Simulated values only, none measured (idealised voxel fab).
Proc. module: voxel wiring stack
The cross-section on display is named cut; it measures 285 nm wide, and its cells are 5 nm squares.
Heads up, the way a cross-section reads in here is a grid of square cells, handed over as bands from the top down, with every band being one or more rows of cells. It is stipulated that each band's entry specify, in nanometres, the height of the top of the band and then that of its bottom, followed by the materials of the band in left-to-right sequence, each together with its width in nanometres. A single material marked by the word "full width" is understood to fill the band from edge to edge; the word "air" is understood to denote empty space. We count height from 0. Below that, the starting wafer is all one material. The lowest band never ends at the bottom but goes on down; see "0 -> down" for how that is written. So if you see something like "30..40" for the width, read it as the top row of the band sitting at the first number and the bottom row at the second, with every row in between moving by the same amount as the last. Where the words "no alterations made" appear for a step, the cross-section shows no cell changed by that step; every cell remained as before. Basically, "Enclosed void entries" tells you about the enclosed voids: empty spaces with no open way to the top, 8 cells or bigger, each written width x height at distance, where distance is from the left edge, all in nm. That trailing text on a step's line, after the settings, is the simulator's own remark on the step. overlay nm, on a step with a mask: how far to the right of its planned place the mask lay; to the left if negative.

# So here's the lineup of process steps we planned
1 RECEIVE (material Si)
2 CONFORMAL_DEP (material SiO2; thk nm 15)
3 CONFORMAL_DEP (material SiN; thk nm 5)
4 DIRECTIONAL_DEP (material SiO2; thk nm 20)
5 PATTERN (tone open; mask id METAL_1; material resist; width nm 20; pitch nm 45; thk nm 20; overlay nm 0)
6 DIRECTIONAL_ETCH (etch materials SiO2; depth nm 20)
7 DIRECTIONAL_ETCH (etch materials SiN; depth nm 5)
8 STRIP (etch materials resist)
9 CONFORMAL_DEP (material TiN; thk nm 5)
10 FILL_DEP (material Cu; thk nm 10)
11 CMP (height nm 40)
12 CONFORMAL_DEP (material SiCN; thk nm 5)
13 DIRECTIONAL_DEP (material lowk; thk nm 15)
14 DIRECTIONAL_DEP (material aC; thk nm 10)
15 PATTERN (tone open; mask id PLUG_1; material resist; width nm 15; pitch nm 90; thk nm 30; overlay nm 0)
16 DIRECTIONAL_ETCH (etch materials aC; depth nm 10)
17 STRIP (etch materials resist)
18 DIRECTIONAL_ETCH (etch materials lowk; depth nm 15)
19 DIRECTIONAL_ETCH (etch materials SiCN; depth nm 5)
20 STRIP (etch materials aC)
21 CONFORMAL_DEP (material TiN; thk nm 5)
22 FILL_DEP (material Ru; thk nm 5)
23 CMP (height nm 60)
24 CONFORMAL_DEP (material SiCN; thk nm 5)
25 DIRECTIONAL_DEP (material lowk; thk nm 15)
26 MASKED_ETCH (tone open; mask id METAL_2; width nm 20; pitch nm 45; etch materials lowk; depth nm 15; overlay nm 0)
27 MASKED_ETCH (tone open; mask id METAL_2; width nm 20; pitch nm 45; etch materials SiCN; depth nm 5; overlay nm 0)
28 CONFORMAL_DEP (material TiN; thk nm 5)
29 FILL_DEP (material Cu; thk nm 5)
30 CMP (height nm 80)
31 EPI (material Ru; thk nm 5)
32 FILL_DEP (material SiCN; thk nm 5)

# Wafer as received: cross-section following step 1
* 0 -> down  Si full width
* Enclosed void entries: none

# Final wafer profile in cross-section after the module, from the same start and plan as above, with one mistake made during processing
* 90 -> 85  SiCN full width
* 85 -> 80  80 of SiCN, then 30 of Ru, then 15 of SiCN, then 30 of Ru, then 15 of SiCN, then 30 of Ru, then 85 of SiCN
* 80 -> 65  85 of lowk, then 5 of TiN, then 10 of Cu, then 5 of TiN, then 25 of lowk, then 5 of TiN, then 10 of Cu, then 5 of TiN, then 25 of lowk, then 5 of TiN, then 10 of Cu, then 5 of TiN, then 90 of lowk
* 65 -> 60  85 of SiCN, then 20 of TiN, then 25 of SiCN, then 20 of TiN, then 25 of SiCN, then 20 of TiN, then 90 of SiCN
* 60 -> 45  85 of lowk, then 5 of TiN, then 5 of Ru, then 5 of TiN, then 75 of lowk, then 5 of TiN, then 5 of Ru, then 5 of TiN, then 95 of lowk
* 45 -> 40  85 of SiCN, then 15 of TiN, then 75 of SiCN, then 15 of TiN, then 95 of SiCN
* 40 -> 35  85 of SiO2, then 5 of TiN, then 10 of Cu, then 5 of TiN, then 25 of SiO2, then 5 of TiN, then 10 of Cu, then 5 of TiN, then 25 of SiO2, then 5 of TiN, then 10 of Cu, then 5 of TiN, then 90 of SiO2
* 35 -> 30  85 of SiN, then 20 of TiN, then 25 of SiN, then 20 of TiN, then 25 of SiN, then 20 of TiN, then 90 of SiN
* 30 -> 0  SiO2 full width
* 0 -> down  Si full width
* Enclosed void entries: none
Against the plan, the run slipped here: step 2 of the plan saw execution twice
